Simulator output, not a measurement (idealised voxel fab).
The following process module bears the name voxel ribs on slabs.
Section cut is 150 nm wide and gridded with 5 nm square cells.
This document writes a cross-section as a grid whose cells are square, and gives it as bands, listed from the top down; one or more rows of cells form a band.
Each band's line starts with the height of the band's top and of its bottom, in nm. Then come its materials from left to right, each with its width in nm. One material with "throughout" fills the band from edge to edge. "air" is empty space.
A quick word on heights: they are counted from 0, and under that level the wafer as it came to us is one material throughout. The lowest band is different from the rest in having no bottom; it simply continues downward, written as in "from 0 down".
The width entry "30 to 40" should be interpreted row by row: the top row of cells in the band takes the first number, the bottom row takes the second number, and the change between adjacent rows is uniform throughout.
When a step is marked "stayed the same", none of the cells in the cross-section changed during that step.
In "Closed empty spaces" the enclosed voids are listed, meaning empty spaces of 8 cells or larger without any opening to the top. The form is width x height at distance, distance from the left edge, units nm.
That trailing text on a step's line, after the settings, is the simulator's own remark on the step.
overlay nm: right-of-plan distance of the mask on a masked step; negative values mean left-of-plan.

**The planned process steps are enumerated hereunder**
| 1 | RECEIVE, material Si |
| 2 | DIRECTIONAL_DEP, material SiO2, thk nm 25 |
| 3 | DIRECTIONAL_DEP, material SiN, thk nm 15 |
| 4 | PATTERN, tone cover, mask id RIB, material resist, width nm 15, thk nm 15, overlay nm 0 |
| 5 | DIRECTIONAL_ETCH, etch materials SiN, depth nm 10 |
| 6 | STRIP, etch materials resist |
| 7 | MASKED_ETCH, tone cover, mask id SLAB, width nm 55, etch materials SiN, depth nm 5, overlay nm 0 |
| 8 | FILL_DEP, material SiO2, thk nm 15 |
| 9 | CMP, height nm 50 |
| 10 | DIRECTIONAL_DEP, material TiN, thk nm 5 |
| 11 | PATTERN, tone cover, mask id HEATER, material resist, width nm 25, thk nm 20, overlay nm 0 |
| 12 | DIRECTIONAL_ETCH, etch materials TiN, depth nm 5 |
| 13 | STRIP, etch materials resist |
| 14 | CONFORMAL_DEP, material SiN, thk nm 5 |

**Incoming wafer in cross-section (state: after step 1)**
> from 0 down: Si throughout
> Closed empty spaces: none

**Post-module cross-section of the first of two wafers (run per plan)**
> from 60 to 55: 55 of air  35 of SiN  60 of air
> from 55 to 50: 60 of SiN  25 of TiN  65 of SiN
> from 50 to 40: SiO2 throughout
> from 40 to 30: 65 of SiO2  15 of SiN  70 of SiO2
> from 30 to 25: 45 of SiO2  55 of SiN  50 of SiO2
> from 25 to 0: SiO2 throughout
> from 0 down: Si throughout
> Closed empty spaces: none

**Cross-section of the latter of the two wafers at module completion. It had an identical start and an identical plan to the former; in running it, one mistake was made**
> from 60 to 55: 55 of air  35 of SiN  60 of air
> from 55 to 50: 60 of SiN  25 of TiN  65 of SiN
> from 50 to 15: SiO2 throughout
> from 15 to 0: SiN throughout
> from 0 down: Si throughout
> Closed empty spaces: none
The mistake made against the process plan was this: steps 2 and 3 traded places in the executed sequence
Wafer comparison, final, in cells, second relative to first, materials more or fewer: 73 more of SiN, 73 fewer of SiO2
